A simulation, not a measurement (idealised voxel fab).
Presented below is a process module, voxel ribs on slabs.
For reference, the cross-section in this document is cut, with width 160 nm and square cells of 5 nm.
Throughout this document, each cross-section is represented as a grid of square cells and is presented as a sequence of bands enumerated from the top downward, where a band comprises one or more rows of cells.
The entry gives the band's vertical extent as a top height and a bottom height in nm, then its horizontal make-up as materials from left to right, each with a width in nm. "air" stands for empty space; a single material marked "throughout" fills the band edge to edge.
Heights from 0 (as-received wafer is one material below). Bottom band endless downward, as "top 0, no bottom".
It should be noted that a width expressed as "30->40" varies in equal increments from row to row of cells within the band, taking the value of the first number at the top row and that of the second number at the bottom row.
"changes: none" means the step left every cell of the cross-section as it was.
"Closed void roster": sealed empty spaces, 8 cells or more, no open way to top, listed width x height at distance, with distance from the left edge and width, height and distance in nm.
On each step's line, the part that comes after the settings is the simulator's own comment on the step.
overlay nm: step with mask; distance mask lay right of planned place; negative value = left of planned place.
[These are the steps we planned for the process]
1 RECEIVE, material Si
2 DIRECTIONAL_DEP, material SiO2, thk nm 20
3 DIRECTIONAL_DEP, material polySi, thk nm 20
4 MASKED_ETCH, tone cover, mask id RIB, width nm 30, etch materials polySi, depth nm 5, overlay nm 0
5 PATTERN, tone cover, mask id SLAB, material resist, width nm 80, thk nm 20, overlay nm 0
6 DIRECTIONAL_ETCH, etch materials polySi, depth nm 15
7 STRIP, etch materials resist
8 FILL_DEP, material SiO2, thk nm 20
9 CMP, height nm 55
10 DIRECTIONAL_DEP, material W, thk nm 10
11 MASKED_ETCH, tone cover, mask id HEATER, width nm 40, etch materials W, depth nm 10, overlay nm 0
12 CONFORMAL_DEP, material SiN, thk nm 5
[Received-state cross-section, reflecting completion of step 1]
* top 0, no bottom: Si throughout
* Closed void roster: none
[Here's the cross-section of the first of our two wafers at the end of the module - it ran as planned]
* top 70, bottom 65: 55 air, then 50 SiN, then 55 air
* top 65, bottom 60: 55 air, then 5 SiN, then 40 W, then 5 SiN, then 55 air
* top 60, bottom 55: 60 SiN, then 40 W, then 60 SiN
* top 55, bottom 40: SiO2 throughout
* top 40, bottom 35: 65 SiO2, then 30 polySi, then 65 SiO2
* top 35, bottom 20: 40 SiO2, then 80 polySi, then 40 SiO2
* top 20, bottom 0: SiO2 throughout
* top 0, no bottom: Si throughout
* Closed void roster: none
[Cross-section, wafer two of two, end of module: same start and plan as wafer one, one error in execution]
* top 70, bottom 65: 55 air, then 50 SiN, then 55 air
* top 65, bottom 60: 55 air, then 5 SiN, then 40 W, then 5 SiN, then 55 air
* top 60, bottom 55: 60 SiN, then 40 W, then 60 SiN
* top 55, bottom 40: SiO2 throughout
* top 40, bottom 35: 65 SiO2, then 30 polySi, then 65 SiO2
* top 35, bottom 20: 40 SiO2, then 80 polySi, then 40 SiO2
* top 20, bottom 0: SiN throughout
* top 0, no bottom: Si throughout
* Closed void roster: none
what went wrong: step 2 off recipe, ran as DIRECTIONAL_DEP, material SiN, thk nm 20
at the end the second wafer has, in cells: SiN: 128 more, SiO2: 128 fewer
